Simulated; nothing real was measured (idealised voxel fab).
process module | voxel self aligned vias
cross-section cut | 235 nm wide | cells 5 nm
A cross-section is a grid of square cells, given in bands from the top down. A band is one or more rows of cells.
Each band's line starts with the height of the band's top and of its bottom, in nm. Then come its materials from left to right, each with its width in nm. One material with "throughout" fills the band from edge to edge. "air" is empty space.
Height 0 is the level under which the wafer as received is all one material. The lowest band goes on downwards, as in "0 down".
A width such as "30 to 40" changes by the same amount from each row of cells to the next, from the band's top row to its bottom row.
"no change" after a step means that no cell of the cross-section changed.
closed voids: empty space of 8 cells or more with no open way to the top, each as width x height at its distance from the left edge, in nm
after a step's settings: what the simulator itself notes on the step
overlay nm, on a step with a mask: how far to the right of its planned place the mask lay; to the left if negative
plan
1 op RECEIVE | material Si
2 op CONFORMAL_DEP | material SiO2 | thk nm 15
3 op CONFORMAL_DEP | material SiCN | thk nm 5
4 op DIRECTIONAL_DEP | material SiO2 | thk nm 30
5 op DIRECTIONAL_DEP | material aC | thk nm 15
6 op PATTERN | tone open | mask id LINES | material resist | width nm 25 | pitch nm 60 | thk nm 30 | overlay nm 0
7 op DIRECTIONAL_ETCH | etch materials aC | depth nm 15
8 op STRIP | etch materials resist
9 op DIRECTIONAL_ETCH | etch materials SiO2 | depth nm 30
10 op STRIP | etch materials aC
11 op CONFORMAL_DEP | material TiN | thk nm 5
12 op FILL_DEP | material W | thk nm 10
13 op CMP | height nm 50
14 op SELECTIVE_ETCH | etch materials W Ru TiN | depth nm 10
15 op FILL_DEP | material SiN | thk nm 10
16 op CMP | height nm 50
17 op DIRECTIONAL_DEP | material SiO2 | thk nm 15
18 op MASKED_ETCH | tone open | mask id VIAS | width nm 45 | etch materials SiO2 | depth nm 15 | overlay nm 0
19 op MASKED_ETCH | tone open | mask id VIAS | width nm 45 | etch materials SiN | depth nm 10 | overlay nm 0
20 op CONFORMAL_DEP | material TiN | thk nm 5
21 op FILL_DEP | material Ru | thk nm 5
22 op CMP | height nm 65
23 op CONFORMAL_DEP | material SiN | thk nm 5
as received, after step 1
  0 down: Si throughout
  closed voids: none
first wafer at the end, as planned
  70 to 65: SiN throughout
  65 to 55: SiO2 65 | TiN 5 | Ru 35 | TiN 5 | SiO2 125
  55 to 50: SiO2 65 | TiN 15 | Ru 15 | TiN 15 | SiO2 125
  50 to 45: SiO2 75 | TiN 5 | Ru 15 | TiN 5 | SiO2 35 | SiN 25 | SiO2 75
  45 to 40: SiO2 75 | TiN 25 | SiO2 35 | SiN 25 | SiO2 75
  40 to 25: SiO2 75 | TiN 5 | W 15 | TiN 5 | SiO2 35 | TiN 5 | W 15 | TiN 5 | SiO2 75
  25 to 20: SiO2 75 | TiN 25 | SiO2 35 | TiN 25 | SiO2 75
  20 to 15: SiCN throughout
  15 to 0: SiO2 throughout
  0 down: Si throughout
  closed voids: none
second wafer at the end: like start, like plan, one mistake
  70 to 65: SiN throughout
  65 to 50: SiO2 65 | TiN 5 | Ru 35 | TiN 5 | SiO2 125
  50 to 45: SiN 65 | TiN 15 | Ru 15 | TiN 15 | SiN 125
  45 to 40: SiO2 75 | TiN 25 | SiO2 35 | SiN 25 | SiO2 75
  40 to 20: SiO2 75 | TiN 5 | W 15 | TiN 5 | SiO2 35 | TiN 5 | W 15 | TiN 5 | SiO2 75
  20 to 15: SiO2 75 | TiN 25 | SiO2 35 | TiN 25 | SiO2 75
  15 to 10: SiCN throughout
  10 to 0: SiO2 throughout
  0 down: Si throughout
  closed voids: none
what went wrong: step 2 ran as: op CONFORMAL_DEP | material SiO2 | thk nm 10
at the end the second wafer has, in cells: 4 more of Ru | 33 more of SiN | 47 fewer of SiO2 | 4 more of TiN | 6 more of W
